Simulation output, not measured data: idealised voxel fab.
Name of the process module below: voxel fin reveal
Cross-section cut spans 300 nm and uses square cells 5 nm in size.
Throughout this document, each cross-section is represented as a grid of square cells and is presented as a sequence of bands enumerated from the top downward, where a band comprises one or more rows of cells.
Heights first: top, then bottom, in nm. Then materials, left to right, each with a width in nm. "edge to edge" on a single material: fills the band edge to edge. "blank": empty space.
Counting heights begins at 0, where everything beneath is, in the wafer as received, one material. The lowest band has no bottom; it goes on downwards, as "top 0, no bottom" shows.
Width spec "30..40" -> top row of cells at first value, bottom row at second value, equal per-row change in between.
Step marked "no change occurred"? Then no cell in the cross-section changed in it.
In the "Sealed voids" entry, you get each enclosed empty space of 8 cells or more, one with no open way to the top, written width x height at distance, distance from the left edge, in nm.
On each step's line, the part that comes after the settings is the simulator's own comment on the step.
On any step carrying a mask, the "overlay nm" setting, if present on the step's line, tells how far right of its planned place the mask lay; negative values point to the left.
Reading key. Pairs: pre-step and post-step cross-section, one process step apart; post-step view only to lowest changed band. Step between + settings: beneath pair. Runs: pairs may be from different runs of this module, same starting wafer. Continuation from pair above: only where "Before step" entry says.

-- Before step
  top 0, no bottom  Si edge to edge
  Sealed voids: none

-- As Processed
  top 10, bottom 0  SiN edge to edge
  At heights below 0, the structure remains unaltered.
  Sealed voids: none
Operation between the pre and post cross-sections above: CONFORMAL_DEP: material SiN, thk nm 10

Before step: the state before this step is the cross-section shown after the step in the pair just above.

-- As Processed
  top 25, bottom 10  blank: 105, resist: 15, blank: 20, resist: 15, blank: 20, resist: 15, blank: 110
  At heights below 10, the structure remains unaltered.
  Sealed voids: none
Operation between the pre and post cross-sections above: PATTERN: tone cover, mask id FINS, material resist, width nm 15, pitch nm 35, thk nm 15, overlay nm 0

Before step: the state before this step is the cross-section shown after the step in the pair just above.

-- As Processed
  top 25, bottom 10  blank: 105, resist: 15, blank: 20, resist: 15, blank: 20, resist: 15, blank: 110
  top 10, bottom 0  blank: 105, SiN: 15, blank: 20, SiN: 15, blank: 20, SiN: 15, blank: 110
  At heights below 0, the structure remains unaltered.
  Sealed voids: none
Operation between the pre and post cross-sections above: DIRECTIONAL_ETCH: etch materials SiN, depth nm 10

Before step: the state before this step is the cross-section shown after the step in the pair just above.

-- As Processed
  top 25, bottom 10  blank: 105, resist: 15, blank: 20, resist: 15, blank: 20, resist: 15, blank: 110
  top 10, bottom 0  blank: 105, SiN: 15, blank: 20, SiN: 15, blank: 20, SiN: 15, blank: 110
  top 0, bottom -35  blank: 105, Si: 15, blank: 20, Si: 15, blank: 20, Si: 15, blank: 110
  At heights below -35, the structure remains unaltered.
  Sealed voids: none
Operation between the pre and post cross-sections above: DIRECTIONAL_ETCH: etch materials Si, depth nm 35

Before step: the state before this step is the cross-section shown after the step in the pair just above.

-- As Processed
  top 10, bottom 0  blank: 105, SiN: 15, blank: 20, SiN: 15, blank: 20, SiN: 15, blank: 110
  At heights below 0, the structure remains unaltered.
  Sealed voids: none
Operation between the pre and post cross-sections above: STRIP: etch materials resist

Before step: the state before this step is the cross-section shown after the step in the pair just above.

-- As Processed
  top 20, bottom 10  SiO2 edge to edge
  top 10, bottom 0  SiO2: 105, SiN: 15, SiO2: 20, SiN: 15, SiO2: 20, SiN: 15, SiO2: 110
  top 0, bottom -35  SiO2: 105, Si: 15, SiO2: 20, Si: 15, SiO2: 20, Si: 15, SiO2: 110
  At heights below -35, the structure remains unaltered.
  Sealed voids: none
Operation between the pre and post cross-sections above: FILL_DEP: material SiO2, thk nm 10

Before step: the state before this step is the cross-section shown after the step in the pair just above.

-- As Processed
  top 10, bottom 0  SiO2: 105, SiN: 15, SiO2: 20, SiN: 15, SiO2: 20, SiN: 15, SiO2: 110
  At heights below 0, the structure remains unaltered.
  Sealed voids: none
Operation between the pre and post cross-sections above: CMP: height nm 10

Before step: the state before this step is the cross-section shown after the step in the pair just above.

-- As Processed
  top 10, bottom 0  blank: 105, SiN: 15, blank: 20, SiN: 15, blank: 20, SiN: 15, blank: 110
  top 0, bottom -25  blank: 105, Si: 15, blank: 20, Si: 15, blank: 20, Si: 15, blank: 110
  At heights below -25, the structure remains unaltered.
  Sealed voids: none
Operation between the pre and post cross-sections above: SELECTIVE_ETCH: etch materials SiO2, depth nm 35

Before step: the state before this step is the cross-section shown after the step in the pair just above.

-- As Processed
  top 0, bottom -25  blank: 105, Si: 15, blank: 20, Si: 15, blank: 20, Si: 15, blank: 110
  At heights below -25, the structure remains unaltered.
  Sealed voids: none
Operation between the pre and post cross-sections above: STRIP: etch materials SiN

Before step: the state before this step is the cross-section shown after the step in the pair just above.

-- As Processed
  top 5, bottom 0  blank: 100, SiO2: 25, blank: 10, SiO2: 25, blank: 10, SiO2: 25, blank: 105
  top 0, bottom -20  blank: 100, SiO2: 5, Si: 15, SiO2: 5, blank: 10, SiO2: 5, Si: 15, SiO2: 5, blank: 10, SiO2: 5, Si: 15, SiO2: 5, blank: 105
  top -20, bottom -35  SiO2: 105, Si: 15, SiO2: 20, Si: 15, SiO2: 20, Si: 15, SiO2: 110
  At heights below -35, the structure remains unaltered.
  Sealed voids: none
Operation between the pre and post cross-sections above: CONFORMAL_DEP: material SiO2, thk nm 5

-- Before step
  top 25, bottom 10  blank: 105, resist: 15, blank: 20, resist: 15, blank: 20, resist: 15, blank: 110
  top 10, bottom 0  blank: 105, SiN: 15, blank: 20, SiN: 15, blank: 20, SiN: 15, blank: 110
  top 0, bottom -35  blank: 105, Si: 15, blank: 20, Si: 15, blank: 20, Si: 15, blank: 110
  top -35, no bottom  Si edge to edge
  Sealed voids: none

-- As Processed
  top 25, bottom 10  blank: 105, resist: 15, blank: 20, resist: 15, blank: 20, resist: 15, blank: 110
  top 10, bottom 0  blank: 105, SiN: 15, blank: 20, SiN: 15, blank: 20, SiN: 15, blank: 110
  top 0, bottom -70  blank: 105, Si: 15, blank: 20, Si: 15, blank: 20, Si: 15, blank: 110
  At heights below -70, the structure remains unaltered.
  Sealed voids: none
Operation between the pre and post cross-sections above: DIRECTIONAL_ETCH: etch materials Si, depth nm 35

Before step: the state before this step is the cross-section shown after the step in the pair just above.

-- As Processed
  top 10, bottom 0  blank: 105, SiN: 15, blank: 20, SiN: 15, blank: 20, SiN: 15, blank: 110
  At heights below 0, the structure remains unaltered.
  Sealed voids: none
Operation between the pre and post cross-sections above: STRIP: etch materials resist

Before step: the state before this step is the cross-section shown after the step in the pair just above.

-- As Processed
  top 20, bottom 10  SiO2 edge to edge
  top 10, bottom 0  SiO2: 105, SiN: 15, SiO2: 20, SiN: 15, SiO2: 20, SiN: 15, SiO2: 110
  top 0, bottom -70  SiO2: 105, Si: 15, SiO2: 20, Si: 15, SiO2: 20, Si: 15, SiO2: 110
  At heights below -70, the structure remains unaltered.
  Sealed voids: none
Operation between the pre and post cross-sections above: FILL_DEP: material SiO2, thk nm 10

Before step: the state before this step is the cross-section shown after the step in the pair just above.

-- As Processed
  top 10, bottom 0  SiO2: 105, SiN: 15, SiO2: 20, SiN: 15, SiO2: 20, SiN: 15, SiO2: 110
  At heights below 0, the structure remains unaltered.
  Sealed voids: none
Operation between the pre and post cross-sections above: CMP: height nm 10

Before step: the state before this step is the cross-section shown after the step in the pair just above.

-- As Processed
  top 10, bottom 0  blank: 105, SiN: 15, blank: 20, SiN: 15, blank: 20, SiN: 15, blank: 110
  top 0, bottom -25  blank: 105, Si: 15, blank: 20, Si: 15, blank: 20, Si: 15, blank: 110
  At heights below -25, the structure remains unaltered.
  Sealed voids: none
Operation between the pre and post cross-sections above: SELECTIVE_ETCH: etch materials SiO2, depth nm 35

Before step: the state before this step is the cross-section shown after the step in the pair just above.

-- As Processed
  top 0, bottom -25  blank: 105, Si: 15, blank: 20, Si: 15, blank: 20, Si: 15, blank: 110
  At heights below -25, the structure remains unaltered.
  Sealed voids: none
Operation between the pre and post cross-sections above: STRIP: etch materials SiN

Before step: the state before this step is the cross-section shown after the step in the pair just above.

-- As Processed
  top 5, bottom 0  blank: 100, SiO2: 25, blank: 10, SiO2: 25, blank: 10, SiO2: 25, blank: 105
  top 0, bottom -20  blank: 100, SiO2: 5, Si: 15, SiO2: 5, blank: 10, SiO2: 5, Si: 15, SiO2: 5, blank: 10, SiO2: 5, Si: 15, SiO2: 5, blank: 105
  top -20, bottom -70  SiO2: 105, Si: 15, SiO2: 20, Si: 15, SiO2: 20, Si: 15, SiO2: 110
  At heights below -70, the structure remains unaltered.
  Sealed voids: none
Operation between the pre and post cross-sections above: CONFORMAL_DEP: material SiO2, thk nm 5

-- Before step
  top 10, bottom 0  SiO2: 105, SiN: 15, SiO2: 20, SiN: 15, SiO2: 20, SiN: 15, SiO2: 110
  top 0, bottom -35  SiO2: 105, Si: 15, SiO2: 20, Si: 15, SiO2: 20, Si: 15, SiO2: 110
  top -35, no bottom  Si edge to edge
  Sealed voids: none

-- As Processed
  top 10, bottom 0  SiO2: 105, blank: 15, SiO2: 20, blank: 15, SiO2: 20, blank: 15, SiO2: 110
  At heights below 0, the structure remains unaltered.
  Sealed voids: none
Operation between the pre and post cross-sections above: STRIP: etch materials SiN

Before step: the state before this step is the cross-section shown after the step in the pair just above.

-- As Processed
  top 0, bottom -25  blank: 105, Si: 15, blank: 20, Si: 15, blank: 20, Si: 15, blank: 110
  top -25, bottom -35  SiO2: 70, blank: 35, Si: 15, blank: 20, Si: 15, blank: 20, Si: 15, blank: 35, SiO2: 75
  At heights below -35, the structure remains unaltered.
  Sealed voids: none
Operation between the pre and post cross-sections above: SELECTIVE_ETCH: etch materials SiO2, depth nm 35

Before step: the state before this step is the cross-section shown after the step in the pair just above.

-- As Processed
  top 5, bottom 0  blank: 100, SiO2: 25, blank: 10, SiO2: 25, blank: 10, SiO2: 25, blank: 105
  top 0, bottom -20  blank: 100, SiO2: 5, Si: 15, SiO2: 5, blank: 10, SiO2: 5, Si: 15, SiO2: 5, blank: 10, SiO2: 5, Si: 15, SiO2: 5, blank: 105
  top -20, bottom -30  SiO2: 75, blank: 25, SiO2: 5, Si: 15, SiO2: 5, blank: 10, SiO2: 5, Si: 15, SiO2: 5, blank: 10, SiO2: 5, Si: 15, SiO2: 5, blank: 25, SiO2: 80
  top -30, bottom -35  SiO2: 105, Si: 15, SiO2: 20, Si: 15, SiO2: 20, Si: 15, SiO2: 110
  At heights below -35, the structure remains unaltered.
  Sealed voids: none
Operation between the pre and post cross-sections above: CONFORMAL_DEP: material SiO2, thk nm 5

-- Before step
  top 25, bottom 10  blank: 105, resist: 15, blank: 20, resist: 15, blank: 20, resist: 15, blank: 110
  top 10, bottom 0  blank: 105, SiN: 15, blank: 20, SiN: 15, blank: 20, SiN: 15, blank: 110
  top 0, no bottom  Si edge to edge
  Sealed voids: none

-- As Processed
  top 25, bottom 10  blank: 105, resist: 15, blank: 20, resist: 15, blank: 20, resist: 15, blank: 110
  top 10, bottom 0  blank: 105, SiN: 15, blank: 20, SiN: 15, blank: 20, SiN: 15, blank: 110
  top 0, bottom -25  blank: 105, Si: 15, blank: 20, Si: 15, blank: 20, Si: 15, blank: 110
  At heights below -25, the structure remains unaltered.
  Sealed voids: none
Operation between the pre and post cross-sections above: DIRECTIONAL_ETCH: etch materials Si, depth nm 25

Before step: the state before this step is the cross-section shown after the step in the pair just above.

-- As Processed
  top 10, bottom 0  blank: 105, SiN: 15, blank: 20, SiN: 15, blank: 20, SiN: 15, blank: 110
  At heights below 0, the structure remains unaltered.
  Sealed voids: none
Operation between the pre and post cross-sections above: STRIP: etch materials resist

Before step: the state before this step is the cross-section shown after the step in the pair just above.

-- As Processed
  top 20, bottom 10  SiO2 edge to edge
  top 10, bottom 0  SiO2: 105, SiN: 15, SiO2: 20, SiN: 15, SiO2: 20, SiN: 15, SiO2: 110
  top 0, bottom -25  SiO2: 105, Si: 15, SiO2: 20, Si: 15, SiO2: 20, Si: 15, SiO2: 110
  At heights below -25, the structure remains unaltered.
  Sealed voids: none
Operation between the pre and post cross-sections above: FILL_DEP: material SiO2, thk nm 10

Before step: the state before this step is the cross-section shown after the step in the pair just above.

-- As Processed
  top 10, bottom 0  SiO2: 105, SiN: 15, SiO2: 20, SiN: 15, SiO2: 20, SiN: 15, SiO2: 110
  At heights below 0, the structure remains unaltered.
  Sealed voids: none
Operation between the pre and post cross-sections above: CMP: height nm 10

Before step: the state before this step is the cross-section shown after the step in the pair just above.

-- As Processed
  top 10, bottom 0  blank: 105, SiN: 15, blank: 20, SiN: 15, blank: 20, SiN: 15, blank: 110
  top 0, bottom -25  blank: 105, Si: 15, blank: 20, Si: 15, blank: 20, Si: 15, blank: 110
  At heights below -25, the structure remains unaltered.
  Sealed voids: none
Operation between the pre and post cross-sections above: SELECTIVE_ETCH: etch materials SiO2, depth nm 35

Before step: the state before this step is the cross-section shown after the step in the pair just above.

-- As Processed
  top 0, bottom -25  blank: 105, Si: 15, blank: 20, Si: 15, blank: 20, Si: 15, blank: 110
  At heights below -25, the structure remains unaltered.
  Sealed voids: none
Operation between the pre and post cross-sections above: STRIP: etch materials SiN

Before step: the state before this step is the cross-section shown after the step in the pair just above.

-- As Processed
  top 5, bottom 0  blank: 100, SiO2: 25, blank: 10, SiO2: 25, blank: 10, SiO2: 25, blank: 105
  top 0, bottom -20  blank: 100, SiO2: 5, Si: 15, SiO2: 5, blank: 10, SiO2: 5, Si: 15, SiO2: 5, blank: 10, SiO2: 5, Si: 15, SiO2: 5, blank: 105
  top -20, bottom -25  SiO2: 105, Si: 15, SiO2: 20, Si: 15, SiO2: 20, Si: 15, SiO2: 110
  At heights below -25, the structure remains unaltered.
  Sealed voids: none
Operation between the pre and post cross-sections above: CONFORMAL_DEP: material SiO2, thk nm 5

-- Before step
  top 10, bottom 0  SiN edge to edge
  top 0, no bottom  Si edge to edge
  Sealed voids: none

-- As Processed
  top 25, bottom 10  blank: 105, resist: 20, blank: 15, resist: 20, blank: 15, resist: 20, blank: 105
  At heights below 10, the structure remains unaltered.
  Sealed voids: none
Operation between the pre and post cross-sections above: PATTERN: tone cover, mask id FINS, material resist, width nm 20, pitch nm 35, thk nm 15, overlay nm 0

Before step: the state before this step is the cross-section shown after the step in the pair just above.

-- As Processed
  top 25, bottom 10  blank: 105, resist: 20, blank: 15, resist: 20, blank: 15, resist: 20, blank: 105
  top 10, bottom 0  blank: 105, SiN: 20, blank: 15, SiN: 20, blank: 15, SiN: 20, blank: 105
  At heights below 0, the structure remains unaltered.
  Sealed voids: none
Operation between the pre and post cross-sections above: DIRECTIONAL_ETCH: etch materials SiN, depth nm 10

Before step: the state before this step is the cross-section shown after the step in the pair just above.

-- As Processed
  top 25, bottom 10  blank: 105, resist: 20, blank: 15, resist: 20, blank: 15, resist: 20, blank: 105
  top 10, bottom 0  blank: 105, SiN: 20, blank: 15, SiN: 20, blank: 15, SiN: 20, blank: 105
  top 0, bottom -35  blank: 105, Si: 20, blank: 15, Si: 20, blank: 15, Si: 20, blank: 105
  At heights below -35, the structure remains unaltered.
  Sealed voids: none
Operation between the pre and post cross-sections above: DIRECTIONAL_ETCH: etch materials Si, depth nm 35

Before step: the state before this step is the cross-section shown after the step in the pair just above.

-- As Processed
  top 10, bottom 0  blank: 105, SiN: 20, blank: 15, SiN: 20, blank: 15, SiN: 20, blank: 105
  At heights below 0, the structure remains unaltered.
  Sealed voids: none
Operation between the pre and post cross-sections above: STRIP: etch materials resist

Before step: the state before this step is the cross-section shown after the step in the pair just above.

-- As Processed
  top 20, bottom 10  SiO2 edge to edge
  top 10, bottom 0  SiO2: 105, SiN: 20, SiO2: 15, SiN: 20, SiO2: 15, SiN: 20, SiO2: 105
  top 0, bottom -35  SiO2: 105, Si: 20, SiO2: 15, Si: 20, SiO2: 15, Si: 20, SiO2: 105
  At heights below -35, the structure remains unaltered.
  Sealed voids: none
Operation between the pre and post cross-sections above: FILL_DEP: material SiO2, thk nm 10

Before step: the state before this step is the cross-section shown after the step in the pair just above.

-- As Processed
  top 10, bottom 0  SiO2: 105, SiN: 20, SiO2: 15, SiN: 20, SiO2: 15, SiN: 20, SiO2: 105
  At heights below 0, the structure remains unaltered.
  Sealed voids: none
Operation between the pre and post cross-sections above: CMP: height nm 10

Before step: the state before this step is the cross-section shown after the step in the pair just above.

-- As Processed
  top 10, bottom 0  blank: 105, SiN: 20, blank: 15, SiN: 20, blank: 15, SiN: 20, blank: 105
  top 0, bottom -25  blank: 105, Si: 20, blank: 15, Si: 20, blank: 15, Si: 20, blank: 105
  At heights below -25, the structure remains unaltered.
  Sealed voids: none
Operation between the pre and post cross-sections above: SELECTIVE_ETCH: etch materials SiO2, depth nm 35

Before step: the state before this step is the cross-section shown after the step in the pair just above.

-- As Processed
  top 0, bottom -25  blank: 105, Si: 20, blank: 15, Si: 20, blank: 15, Si: 20, blank: 105
  At heights below -25, the structure remains unaltered.
  Sealed voids: none
Operation between the pre and post cross-sections above: STRIP: etch materials SiN

Before step: the state before this step is the cross-section shown after the step in the pair just above.

-- As Processed
  top 5, bottom 0  blank: 100, SiO2: 30, blank: 5, SiO2: 30, blank: 5, SiO2: 30, blank: 100
  top 0, bottom -20  blank: 100, SiO2: 5, Si: 20, SiO2: 5, blank: 5, SiO2: 5, Si: 20, SiO2: 5, blank: 5, SiO2: 5, Si: 20, SiO2: 5, blank: 100
  top -20, bottom -35  SiO2: 105, Si: 20, SiO2: 15, Si: 20, SiO2: 15, Si: 20, SiO2: 105
  At heights below -35, the structure remains unaltered.
  Sealed voids: none
Operation between the pre and post cross-sections above: CONFORMAL_DEP: material SiO2, thk nm 5

-- Before step
  top 10, bottom 0  SiN edge to edge
  top 0, no bottom  Si edge to edge
  Sealed voids: none

-- As Processed
  top 25, bottom 10  blank: 110, resist: 15, blank: 20, resist: 15, blank: 20, resist: 15, blank: 105
  At heights below 10, the structure remains unaltered.
  Sealed voids: none
Operation between the pre and post cross-sections above: PATTERN: tone cover, mask id FINS, material resist, width nm 15, pitch nm 35, thk nm 15, overlay nm 5

Before step: the state before this step is the cross-section shown after the step in the pair just above.

-- As Processed
  top 25, bottom 10  blank: 110, resist: 15, blank: 20, resist: 15, blank: 20, resist: 15, blank: 105
  top 10, bottom 0  blank: 110, SiN: 15, blank: 20, SiN: 15, blank: 20, SiN: 15, blank: 105
  At heights below 0, the structure remains unaltered.
  Sealed voids: none
Operation between the pre and post cross-sections above: DIRECTIONAL_ETCH: etch materials SiN, depth nm 10

Before step: the state before this step is the cross-section shown after the step in the pair just above.

-- As Processed
  top 25, bottom 10  blank: 110, resist: 15, blank: 20, resist: 15, blank: 20, resist: 15, blank: 105
  top 10, bottom 0  blank: 110, SiN: 15, blank: 20, SiN: 15, blank: 20, SiN: 15, blank: 105
  top 0, bottom -35  blank: 110, Si: 15, blank: 20, Si: 15, blank: 20, Si: 15, blank: 105
  At heights below -35, the structure remains unaltered.
  Sealed voids: none
Operation between the pre and post cross-sections above: DIRECTIONAL_ETCH: etch materials Si, depth nm 35

Before step: the state before this step is the cross-section shown after the step in the pair just above.

-- As Processed
  top 10, bottom 0  blank: 110, SiN: 15, blank: 20, SiN: 15, blank: 20, SiN: 15, blank: 105
  At heights below 0, the structure remains unaltered.
  Sealed voids: none
Operation between the pre and post cross-sections above: STRIP: etch materials resist

Before step: the state before this step is the cross-section shown after the step in the pair just above.

-- As Processed
  top 20, bottom 10  SiO2 edge to edge
  top 10, bottom 0  SiO2: 110, SiN: 15, SiO2: 20, SiN: 15, SiO2: 20, SiN: 15, SiO2: 105
  top 0, bottom -35  SiO2: 110, Si: 15, SiO2: 20, Si: 15, SiO2: 20, Si: 15, SiO2: 105
  At heights below -35, the structure remains unaltered.
  Sealed voids: none
Operation between the pre and post cross-sections above: FILL_DEP: material SiO2, thk nm 10

Before step: the state before this step is the cross-section shown after the step in the pair just above.

-- As Processed
  top 10, bottom 0  SiO2: 110, SiN: 15, SiO2: 20, SiN: 15, SiO2: 20, SiN: 15, SiO2: 105
  At heights below 0, the structure remains unaltered.
  Sealed voids: none
Operation between the pre and post cross-sections above: CMP: height nm 10

Before step: the state before this step is the cross-section shown after the step in the pair just above.

-- As Processed
  top 10, bottom 0  blank: 110, SiN: 15, blank: 20, SiN: 15, blank: 20, SiN: 15, blank: 105
  top 0, bottom -25  blank: 110, Si: 15, blank: 20, Si: 15, blank: 20, Si: 15, blank: 105
  At heights below -25, the structure remains unaltered.
  Sealed voids: none
Operation between the pre and post cross-sections above: SELECTIVE_ETCH: etch materials SiO2, depth nm 35

Before step: the state before this step is the cross-section shown after the step in the pair just above.

-- As Processed
  top 0, bottom -25  blank: 110, Si: 15, blank: 20, Si: 15, blank: 20, Si: 15, blank: 105
  At heights below -25, the structure remains unaltered.
  Sealed voids: none
Operation between the pre and post cross-sections above: STRIP: etch materials SiN

Before step: the state before this step is the cross-section shown after the step in the pair just above.

-- As Processed
  top 5, bottom 0  blank: 105, SiO2: 25, blank: 10, SiO2: 25, blank: 10, SiO2: 25, blank: 100
  top 0, bottom -20  blank: 105, SiO2: 5, Si: 15, SiO2: 5, blank: 10, SiO2: 5, Si: 15, SiO2: 5, blank: 10, SiO2: 5, Si: 15, SiO2: 5, blank: 100
  top -20, bottom -35  SiO2: 110, Si: 15, SiO2: 20, Si: 15, SiO2: 20, Si: 15, SiO2: 105
  At heights below -35, the structure remains unaltered.
  Sealed voids: none
Operation between the pre and post cross-sections above: CONFORMAL_DEP: material SiO2, thk nm 5

-- Before step
  top 10, bottom 0  blank: 105, SiN: 15, blank: 20, SiN: 15, blank: 20, SiN: 15, blank: 110
  top 0, bottom -25  blank: 105, Si: 15, blank: 20, Si: 15, blank: 20, Si: 15, blank: 110
  top -25, bottom -35  SiO2: 105, Si: 15, SiO2: 20, Si: 15, SiO2: 20, Si: 15, SiO2: 110
  top -35, no bottom  Si edge to edge
  Sealed voids: none

-- As Processed
  top 10, bottom 0  blank: 105, SiN: 15, blank: 20, SiN: 15, blank: 20, SiN: 15, blank: 110
  top 0, bottom -35  blank: 105, Si: 15, blank: 20, Si: 15, blank: 20, Si: 15, blank: 110
  At heights below -35, the structure remains unaltered.
  Sealed voids: none
Operation between the pre and post cross-sections above: STRIP: etch materials SiO2

Before step: the state before this step is the cross-section shown after the step in the pair just above.

-- As Processed
  top 15, bottom 10  blank: 100, SiO2: 25, blank: 10, SiO2: 25, blank: 10, SiO2: 25, blank: 105
  top 10, bottom 0  blank: 100, SiO2: 5, SiN: 15, SiO2: 5, blank: 10, SiO2: 5, SiN: 15, SiO2: 5, blank: 10, SiO2: 5, SiN: 15, SiO2: 5, blank: 105
  top 0, bottom -30  blank: 100, SiO2: 5, Si: 15, SiO2: 5, blank: 10, SiO2: 5, Si: 15, SiO2: 5, blank: 10, SiO2: 5, Si: 15, SiO2: 5, blank: 105
  top -30, bottom -35  SiO2: 105, Si: 15, SiO2: 20, Si: 15, SiO2: 20, Si: 15, SiO2: 110
  At heights below -35, the structure remains unaltered.
  Sealed voids: none
Operation between the pre and post cross-sections above: CONFORMAL_DEP: material SiO2, thk nm 5

-- Before step
  top 10, bottom 0  SiN edge to edge
  top 0, no bottom  Si edge to edge
  Sealed voids: none

-- As Processed
  top 25, bottom 10  resist: 105, blank: 15, resist: 20, blank: 15, resist: 20, blank: 15, resist: 110
  At heights below 10, the structure remains unaltered.
  Sealed voids: none
Operation between the pre and post cross-sections above: PATTERN: tone open, mask id FINS, material resist, width nm 15, pitch nm 35, thk nm 15, overlay nm 0

Before step: the state before this step is the cross-section shown after the step in the pair just above.

-- As Processed
  top 25, bottom 10  resist: 105, blank: 15, resist: 20, blank: 15, resist: 20, blank: 15, resist: 110
  top 10, bottom 0  SiN: 105, blank: 15, SiN: 20, blank: 15, SiN: 20, blank: 15, SiN: 110
  At heights below 0, the structure remains unaltered.
  Sealed voids: none
Operation between the pre and post cross-sections above: DIRECTIONAL_ETCH: etch materials SiN, depth nm 10

Before step: the state before this step is the cross-section shown after the step in the pair just above.

-- As Processed
  top 25, bottom 10  resist: 105, blank: 15, resist: 20, blank: 15, resist: 20, blank: 15, resist: 110
  top 10, bottom 0  SiN: 105, blank: 15, SiN: 20, blank: 15, SiN: 20, blank: 15, SiN: 110
  top 0, bottom -35  Si: 105, blank: 15, Si: 20, blank: 15, Si: 20, blank: 15, Si: 110
  At heights below -35, the structure remains unaltered.
  Sealed voids: none
Operation between the pre and post cross-sections above: DIRECTIONAL_ETCH: etch materials Si, depth nm 35

Before step: the state before this step is the cross-section shown after the step in the pair just above.

-- As Processed
  top 10, bottom 0  SiN: 105, blank: 15, SiN: 20, blank: 15, SiN: 20, blank: 15, SiN: 110
  At heights below 0, the structure remains unaltered.
  Sealed voids: none
Operation between the pre and post cross-sections above: STRIP: etch materials resist

Before step: the state before this step is the cross-section shown after the step in the pair just above.

-- As Processed
  top 20, bottom 10  SiO2 edge to edge
  top 10, bottom 0  SiN: 105, SiO2: 15, SiN: 20, SiO2: 15, SiN: 20, SiO2: 15, SiN: 110
  top 0, bottom -35  Si: 105, SiO2: 15, Si: 20, SiO2: 15, Si: 20, SiO2: 15, Si: 110
  At heights below -35, the structure remains unaltered.
  Sealed voids: none
Operation between the pre and post cross-sections above: FILL_DEP: material SiO2, thk nm 10

Before step: the state before this step is the cross-section shown after the step in the pair just above.

-- As Processed
  top 10, bottom 0  SiN: 105, SiO2: 15, SiN: 20, SiO2: 15, SiN: 20, SiO2: 15, SiN: 110
  At heights below 0, the structure remains unaltered.
  Sealed voids: none
Operation between the pre and post cross-sections above: CMP: height nm 10

Before step: the state before this step is the cross-section shown after the step in the pair just above.

-- As Processed
  top 10, bottom 0  SiN: 105, blank: 15, SiN: 20, blank: 15, SiN: 20, blank: 15, SiN: 110
  top 0, bottom -25  Si: 105, blank: 15, Si: 20, blank: 15, Si: 20, blank: 15, Si: 110
  At heights below -25, the structure remains unaltered.
  Sealed voids: none
Operation between the pre and post cross-sections above: SELECTIVE_ETCH: etch materials SiO2, depth nm 35

Before step: the state before this step is the cross-section shown after the step in the pair just above.

-- As Processed
  top 0, bottom -25  Si: 105, blank: 15, Si: 20, blank: 15, Si: 20, blank: 15, Si: 110
  At heights below -25, the structure remains unaltered.
  Sealed voids: none
Operation between the pre and post cross-sections above: STRIP: etch materials SiN

Before step: the state before this step is the cross-section shown after the step in the pair just above.

-- As Processed
  top 5, bottom 0  SiO2: 110, blank: 5, SiO2: 30, blank: 5, SiO2: 30, blank: 5, SiO2: 115
  top 0, bottom -20  Si: 105, SiO2: 5, blank: 5, SiO2: 5, Si: 20, SiO2: 5, blank: 5, SiO2: 5, Si: 20, SiO2: 5, blank: 5, SiO2: 5, Si: 110
  top -20, bottom -35  Si: 105, SiO2: 15, Si: 20, SiO2: 15, Si: 20, SiO2: 15, Si: 110
  At heights below -35, the structure remains unaltered.
  Sealed voids: none
Operation between the pre and post cross-sections above: CONFORMAL_DEP: material SiO2, thk nm 5
